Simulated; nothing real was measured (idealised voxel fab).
Process module name: voxel air gaps
Cross-sectional view cut (width: 250 nm; square cell size: 5 nm).
Heads up, the way a cross-section reads in here is a grid of square cells, handed over as bands from the top down, with every band being one or more rows of cells.
Band: top height; bottom height; in nm. Then, left to right: material with width in nm, for each material. "all across": a single material spanning edge to edge. "blank": empty space.
Below 0: as-received wafer, all one material; heights counted from there. Lowest band: no bottom, goes on down, written "top 0, no bottom".
A two-number width, for instance "30->40", indicates that the width is equal to the first number in the top row of the band and to the second number in the bottom row, and that it changes by a constant amount per row of cells.
Where the words "no modifications" appear for a step, the cross-section shows no cell changed by that step; every cell remained as before.
The list in "Internal closed voids" covers empty spaces of 8 cells or more that cannot reach the top through any open way, and it gives each as width x height at distance; the distance is from the left edge, and width, height and distance are in nm.
Past the settings on a step's line: simulator remark, on that step.
A step's line can hold "overlay nm"; with a mask on that step, the setting says how far right of the planned place the mask lay, while a negative setting says it lay to the left.
[These are the steps we planned for the process]
1. RECEIVE [material Si]
2. CONFORMAL_DEP [material SiO2] [thk nm 15]
3. CONFORMAL_DEP [material SiN] [thk nm 5]
4. DIRECTIONAL_DEP [material SiO2] [thk nm 40]
5. DIRECTIONAL_DEP [material aC] [thk nm 15]
6. PATTERN [tone open] [mask id LINES] [material resist] [width nm 15] [pitch nm 40] [thk nm 35] [overlay nm 0]
7. DIRECTIONAL_ETCH [etch materials aC] [depth nm 15]
8. STRIP [etch materials resist]
9. DIRECTIONAL_ETCH [etch materials SiO2] [depth nm 40]
10. STRIP [etch materials aC]
11. CONFORMAL_DEP [material TiN] [thk nm 5]
12. FILL_DEP [material Cu] [thk nm 5]
13. CMP [height nm 60]
14. EPI [material Ru] [thk nm 10]
15. SELECTIVE_ETCH [etch materials SiO2] [depth nm 50]
16. CONFORMAL_DEP [material SiCN] [thk nm 5]
[First out of two wafers; run went to plan]
[So this is the incoming wafer in cross-section - it's already been through step 1]
    top 0, no bottom = Si all across
    Internal closed voids: none
[Once step 2 is through, the wafer looks like this in cross-section]
    top 15, bottom 0 = SiO2 all across
    below 0: unchanged
[Once step 3 is through, the wafer looks like this in cross-section]
    top 20, bottom 15 = SiN all across
    below 15: unchanged
[Once step 4 is through, the wafer looks like this in cross-section]
    top 60, bottom 20 = SiO2 all across
    below 20: unchanged
[Once step 5 is through, the wafer looks like this in cross-section]
    top 75, bottom 60 = aC all across
    below 60: unchanged
[Once step 6 is through, the wafer looks like this in cross-section]
    top 110, bottom 75 = 75 nm resist, 15 nm blank, 25 nm resist, 15 nm blank, 25 nm resist, 15 nm blank, 80 nm resist
    below 75: unchanged
[Once step 7 is through, the wafer looks like this in cross-section]
    top 95, bottom 75 = 75 nm resist, 15 nm blank, 25 nm resist, 15 nm blank, 25 nm resist, 15 nm blank, 80 nm resist
    top 75, bottom 60 = 75 nm aC, 15 nm blank, 25 nm aC, 15 nm blank, 25 nm aC, 15 nm blank, 80 nm aC
    below 60: unchanged
[Once step 8 is through, the wafer looks like this in cross-section]
    top 75, bottom 60 = 75 nm aC, 15 nm blank, 25 nm aC, 15 nm blank, 25 nm aC, 15 nm blank, 80 nm aC
    below 60: unchanged
[Once step 9 is through, the wafer looks like this in cross-section]
    top 75, bottom 60 = 75 nm aC, 15 nm blank, 25 nm aC, 15 nm blank, 25 nm aC, 15 nm blank, 80 nm aC
    top 60, bottom 20 = 75 nm SiO2, 15 nm blank, 25 nm SiO2, 15 nm blank, 25 nm SiO2, 15 nm blank, 80 nm SiO2
    below 20: unchanged
[Once step 10 is through, the wafer looks like this in cross-section]
    top 60, bottom 20 = 75 nm SiO2, 15 nm blank, 25 nm SiO2, 15 nm blank, 25 nm SiO2, 15 nm blank, 80 nm SiO2
    below 20: unchanged
[Once step 11 is through, the wafer looks like this in cross-section]
    top 65, bottom 60 = 80 nm TiN, 5 nm blank, 35 nm TiN, 5 nm blank, 35 nm TiN, 5 nm blank, 85 nm TiN
    top 60, bottom 25 = 75 nm SiO2, 5 nm TiN, 5 nm blank, 5 nm TiN, 25 nm SiO2, 5 nm TiN, 5 nm blank, 5 nm TiN, 25 nm SiO2, 5 nm TiN, 5 nm blank, 5 nm TiN, 80 nm SiO2
    top 25, bottom 20 = 75 nm SiO2, 15 nm TiN, 25 nm SiO2, 15 nm TiN, 25 nm SiO2, 15 nm TiN, 80 nm SiO2
    below 20: unchanged
[Once step 12 is through, the wafer looks like this in cross-section]
    top 70, bottom 65 = Cu all across
    top 65, bottom 60 = 80 nm TiN, 5 nm Cu, 35 nm TiN, 5 nm Cu, 35 nm TiN, 5 nm Cu, 85 nm TiN
    top 60, bottom 25 = 75 nm SiO2, 5 nm TiN, 5 nm Cu, 5 nm TiN, 25 nm SiO2, 5 nm TiN, 5 nm Cu, 5 nm TiN, 25 nm SiO2, 5 nm TiN, 5 nm Cu, 5 nm TiN, 80 nm SiO2
    below 25: unchanged
[Once step 13 is through, the wafer looks like this in cross-section]
    top 60, bottom 25 = 75 nm SiO2, 5 nm TiN, 5 nm Cu, 5 nm TiN, 25 nm SiO2, 5 nm TiN, 5 nm Cu, 5 nm TiN, 25 nm SiO2, 5 nm TiN, 5 nm Cu, 5 nm TiN, 80 nm SiO2
    below 25: unchanged
[Once step 14 is through, the wafer looks like this in cross-section]
    top 70, bottom 60 = 65 nm blank, 35 nm Ru, 5 nm blank, 35 nm Ru, 5 nm blank, 35 nm Ru, 70 nm blank
    below 60: unchanged
[Once step 15 is through, the wafer looks like this in cross-section]
    top 70, bottom 60 = 65 nm blank, 35 nm Ru, 5 nm blank, 35 nm Ru, 5 nm blank, 35 nm Ru, 70 nm blank
    top 60, bottom 25 = 75 nm blank, 5 nm TiN, 5 nm Cu, 5 nm TiN, 25 nm blank, 5 nm TiN, 5 nm Cu, 5 nm TiN, 25 nm blank, 5 nm TiN, 5 nm Cu, 5 nm TiN, 80 nm blank
    top 25, bottom 20 = 75 nm blank, 15 nm TiN, 25 nm blank, 15 nm TiN, 25 nm blank, 15 nm TiN, 80 nm blank
    below 20: unchanged
[Once step 16 is through, the wafer looks like this in cross-section]
    top 75, bottom 70 = 60 nm blank, 125 nm SiCN, 65 nm blank
    top 70, bottom 60 = 60 nm blank, 5 nm SiCN, 35 nm Ru, 5 nm SiCN, 35 nm Ru, 5 nm SiCN, 35 nm Ru, 5 nm SiCN, 65 nm blank
    top 60, bottom 55 = 60 nm blank, 15 nm SiCN, 5 nm TiN, 5 nm Cu, 5 nm TiN, 25 nm SiCN, 5 nm TiN, 5 nm Cu, 5 nm TiN, 25 nm SiCN, 5 nm TiN, 5 nm Cu, 5 nm TiN, 15 nm SiCN, 65 nm blank
    top 55, bottom 25 = 70 nm blank, 5 nm SiCN, 5 nm TiN, 5 nm Cu, 5 nm TiN, 5 nm SiCN, 15 nm blank, 5 nm SiCN, 5 nm TiN, 5 nm Cu, 5 nm TiN, 5 nm SiCN, 15 nm blank, 5 nm SiCN, 5 nm TiN, 5 nm Cu, 5 nm TiN, 5 nm SiCN, 75 nm blank
    top 25, bottom 20 = 75 nm SiCN, 15 nm TiN, 25 nm SiCN, 15 nm TiN, 25 nm SiCN, 15 nm TiN, 80 nm SiCN
    below 20: unchanged
    Internal closed voids: 15 x 30 at 95; 15 x 30 at 135
[For the second wafer, take the first wafer's start and plan, then add one mistake made in running it; everything through step 5, that step included, is shared with the first]
[Second wafer cross-section, taken as of the time the plan sets for step 6 to be done]
    top 110, bottom 75 = 70 nm resist, 25 nm blank, 15 nm resist, 25 nm blank, 15 nm resist, 25 nm blank, 75 nm resist
    below 75: unchanged
[Second wafer cross-section, taken as of the time the plan sets for step 7 to be done]
    top 95, bottom 75 = 70 nm resist, 25 nm blank, 15 nm resist, 25 nm blank, 15 nm resist, 25 nm blank, 75 nm resist
    top 75, bottom 60 = 70 nm aC, 25 nm blank, 15 nm aC, 25 nm blank, 15 nm aC, 25 nm blank, 75 nm aC
    below 60: unchanged
[Second wafer cross-section, taken as of the time the plan sets for step 8 to be done]
    top 75, bottom 60 = 70 nm aC, 25 nm blank, 15 nm aC, 25 nm blank, 15 nm aC, 25 nm blank, 75 nm aC
    below 60: unchanged
[Second wafer cross-section, taken as of the time the plan sets for step 9 to be done]
    top 75, bottom 60 = 70 nm aC, 25 nm blank, 15 nm aC, 25 nm blank, 15 nm aC, 25 nm blank, 75 nm aC
    top 60, bottom 20 = 70 nm SiO2, 25 nm blank, 15 nm SiO2, 25 nm blank, 15 nm SiO2, 25 nm blank, 75 nm SiO2
    below 20: unchanged
[Second wafer cross-section, taken as of the time the plan sets for step 10 to be done]
    top 60, bottom 20 = 70 nm SiO2, 25 nm blank, 15 nm SiO2, 25 nm blank, 15 nm SiO2, 25 nm blank, 75 nm SiO2
    below 20: unchanged
[Second wafer cross-section, taken as of the time the plan sets for step 11 to be done]
    top 65, bottom 60 = 75 nm TiN, 15 nm blank, 25 nm TiN, 15 nm blank, 25 nm TiN, 15 nm blank, 80 nm TiN
    top 60, bottom 25 = 70 nm SiO2, 5 nm TiN, 15 nm blank, 5 nm TiN, 15 nm SiO2, 5 nm TiN, 15 nm blank, 5 nm TiN, 15 nm SiO2, 5 nm TiN, 15 nm blank, 5 nm TiN, 75 nm SiO2
    top 25, bottom 20 = 70 nm SiO2, 25 nm TiN, 15 nm SiO2, 25 nm TiN, 15 nm SiO2, 25 nm TiN, 75 nm SiO2
    below 20: unchanged
[Second wafer cross-section, taken as of the time the plan sets for step 12 to be done]
    top 70, bottom 65 = Cu all across
    top 65, bottom 60 = 75 nm TiN, 15 nm Cu, 25 nm TiN, 15 nm Cu, 25 nm TiN, 15 nm Cu, 80 nm TiN
    top 60, bottom 25 = 70 nm SiO2, 5 nm TiN, 15 nm Cu, 5 nm TiN, 15 nm SiO2, 5 nm TiN, 15 nm Cu, 5 nm TiN, 15 nm SiO2, 5 nm TiN, 15 nm Cu, 5 nm TiN, 75 nm SiO2
    below 25: unchanged
[Second wafer cross-section, taken as of the time the plan sets for step 13 to be done]
    top 60, bottom 25 = 70 nm SiO2, 5 nm TiN, 15 nm Cu, 5 nm TiN, 15 nm SiO2, 5 nm TiN, 15 nm Cu, 5 nm TiN, 15 nm SiO2, 5 nm TiN, 15 nm Cu, 5 nm TiN, 75 nm SiO2
    below 25: unchanged
[Second wafer cross-section, taken as of the time the plan sets for step 14 to be done]
    top 70, bottom 60 = 60 nm blank, 125 nm Ru, 65 nm blank
    below 60: unchanged
[Second wafer cross-section, taken as of the time the plan sets for step 15 to be done]
    top 70, bottom 60 = 60 nm blank, 125 nm Ru, 65 nm blank
    top 60, bottom 25 = 70 nm blank, 5 nm TiN, 15 nm Cu, 5 nm TiN, 15 nm SiO2, 5 nm TiN, 15 nm Cu, 5 nm TiN, 15 nm SiO2, 5 nm TiN, 15 nm Cu, 5 nm TiN, 75 nm blank
    top 25, bottom 20 = 70 nm blank, 25 nm TiN, 15 nm SiO2, 25 nm TiN, 15 nm SiO2, 25 nm TiN, 75 nm blank
    below 20: unchanged
[Second wafer cross-section, taken as of the time the plan sets for step 16 to be done]
    top 75, bottom 70 = 55 nm blank, 135 nm SiCN, 60 nm blank
    top 70, bottom 60 = 55 nm blank, 5 nm SiCN, 125 nm Ru, 5 nm SiCN, 60 nm blank
    top 60, bottom 55 = 55 nm blank, 15 nm SiCN, 5 nm TiN, 15 nm Cu, 5 nm TiN, 15 nm SiO2, 5 nm TiN, 15 nm Cu, 5 nm TiN, 15 nm SiO2, 5 nm TiN, 15 nm Cu, 5 nm TiN, 15 nm SiCN, 60 nm blank
    top 55, bottom 25 = 65 nm blank, 5 nm SiCN, 5 nm TiN, 15 nm Cu, 5 nm TiN, 15 nm SiO2, 5 nm TiN, 15 nm Cu, 5 nm TiN, 15 nm SiO2, 5 nm TiN, 15 nm Cu, 5 nm TiN, 5 nm SiCN, 70 nm blank
    top 25, bottom 20 = 70 nm SiCN, 25 nm TiN, 15 nm SiO2, 25 nm TiN, 15 nm SiO2, 25 nm TiN, 75 nm SiCN
    below 20: unchanged
It is concluded that the wafer was processed incorrectly with respect to the plan, in that step 6: run off-plan, actual operation and settings PATTERN [tone open] [mask id LINES] [material resist] [width nm 25] [pitch nm 40] [thk nm 35] [overlay nm 0]
The closing comparison, in cells, has the second wafer with more or fewer of some materials than the first: Cu +42; Ru +8; SiCN -48; SiO2 +48; TiN +6
The final tally of closed voids stands at 2 on the first wafer and 0 on the second.
